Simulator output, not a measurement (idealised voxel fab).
process module | voxel transistor to metal
cross-section cut | 205 nm wide | cells 5 nm
A cross-section is a grid of square cells, given in bands from the top down. A band is one or more rows of cells.
Each band's line starts with the height of the band's top and of its bottom, in nm. Then come its materials from left to right, each with its width in nm. One material with "throughout" fills the band from edge to edge. "air" is empty space.
Height 0 is the level under which the wafer as received is all one material. The lowest band goes on downwards, as in "0 down".
A width such as "30 to 40" changes by the same amount from each row of cells to the next, from the band's top row to its bottom row.
"no change" after a step means that no cell of the cross-section changed.
closed voids: empty space of 8 cells or more with no open way to the top, each as width x height at its distance from the left edge, in nm
after a step's settings: what the simulator itself notes on the step
overlay nm, on a step with a mask: how far to the right of its planned place the mask lay; to the left if negative
plan
1 op RECEIVE | material Si
2 op OXIDIZE | depth nm 5
3 op CONFORMAL_DEP | material SiN | thk nm 10
4 op MASKED_ETCH | tone cover | mask id ACTIVE | width nm 95 | etch materials SiN | depth nm 10 | overlay nm 0
5 op MASKED_ETCH | tone cover | mask id ACTIVE | width nm 95 | etch materials SiO2 | depth nm 5 | overlay nm 0
6 op MASKED_ETCH | tone cover | mask id ACTIVE | width nm 95 | etch materials Si | depth nm 30 | overlay nm 0
7 op OXIDIZE | depth nm 5
8 op FILL_DEP | material SiO2 | thk nm 5
9 op CMP | height nm 10
10 op SELECTIVE_ETCH | etch materials SiO2 | depth nm 5
11 op STRIP | etch materials SiN
12 op SELECTIVE_ETCH | etch materials SiO2 | depth nm 5
13 op OXIDIZE | depth nm 5
14 op DIRECTIONAL_DEP | material polySi | thk nm 20
15 op DIRECTIONAL_DEP | material SiCN | thk nm 10
16 op MASKED_ETCH | tone cover | mask id GATE | width nm 25 | etch materials SiCN | depth nm 20 | overlay nm 0
17 op MASKED_ETCH | tone cover | mask id GATE | width nm 25 | etch materials polySi | depth nm 30 | overlay nm 0
18 op CONFORMAL_DEP | material SiO2 | thk nm 5
19 op DIRECTIONAL_ETCH | etch materials SiO2 | depth nm 5
20 op CONFORMAL_DEP | material SiN | thk nm 5
21 op DIRECTIONAL_ETCH | etch materials SiN | depth nm 5
22 op DIRECTIONAL_ETCH | etch materials SiO2 | depth nm 5
23 op EPI | material pSi | thk nm 5
24 op FILL_DEP | material SiO2 | thk nm 10
25 op CMP | height nm 25
26 op DIRECTIONAL_DEP | material SiO2 | thk nm 10
27 op DIRECTIONAL_DEP | material aC | thk nm 15
28 op PATTERN | tone open | mask id CONTACT | material resist | width nm 15 | pitch nm 70 | thk nm 35 | overlay nm 0
29 op DIRECTIONAL_ETCH | etch materials aC | depth nm 15
30 op STRIP | etch materials resist
31 op DIRECTIONAL_ETCH | etch materials SiO2 | depth nm 40
32 op STRIP | etch materials aC
33 op CONFORMAL_DEP | material TiN | thk nm 5
34 op FILL_DEP | material W | thk nm 10
35 op CMP | height nm 35
36 op CONFORMAL_DEP | material SiCN | thk nm 5
37 op DIRECTIONAL_DEP | material lowk | thk nm 20
38 op MASKED_ETCH | tone open | mask id METAL_1 | width nm 15 | pitch nm 70 | etch materials lowk | depth nm 20 | overlay nm 0
39 op MASKED_ETCH | tone open | mask id METAL_1 | width nm 15 | pitch nm 70 | etch materials SiCN | depth nm 5 | overlay nm 0
40 op CONFORMAL_DEP | material TiN | thk nm 5
41 op FILL_DEP | material Cu | thk nm 10
42 op CMP | height nm 60
43 op CONFORMAL_DEP | material SiN | thk nm 5
as received, after step 1
  0 down: Si throughout
  closed voids: none
a wafer at the end: this start, this plan, one mistake
  65 to 60: SiN throughout
  60 to 40: lowk 60 | TiN 5 | Cu 5 | TiN 5 | lowk 55 | TiN 5 | Cu 5 | TiN 5 | lowk 60
  40 to 35: SiCN 60 | TiN 15 | SiCN 55 | TiN 15 | SiCN 60
  35 to 25: SiO2 60 | TiN 5 | W 5 | TiN 5 | SiO2 55 | TiN 5 | W 5 | TiN 5 | SiO2 60
  25 to 15: SiO2 60 | TiN 5 | W 5 | TiN 5 | SiO2 15 | SiCN 25 | SiO2 15 | TiN 5 | W 5 | TiN 5 | SiO2 60
  15 to 0: SiO2 60 | TiN 5 | W 5 | TiN 5 | SiO2 15 | polySi 25 | SiO2 15 | TiN 5 | W 5 | TiN 5 | SiO2 60
  0 to -5: SiO2 60 | TiN 15 | SiO2 15 | polySi 25 | SiO2 15 | TiN 15 | SiO2 60
  -5 to -10: SiO2 55 | pSi 30 | SiO2 35 | pSi 30 | SiO2 55
  -10 to -40: SiO2 60 | Si 85 | SiO2 60
  -40 down: Si throughout
  closed voids: none
what went wrong: step 20 was left out
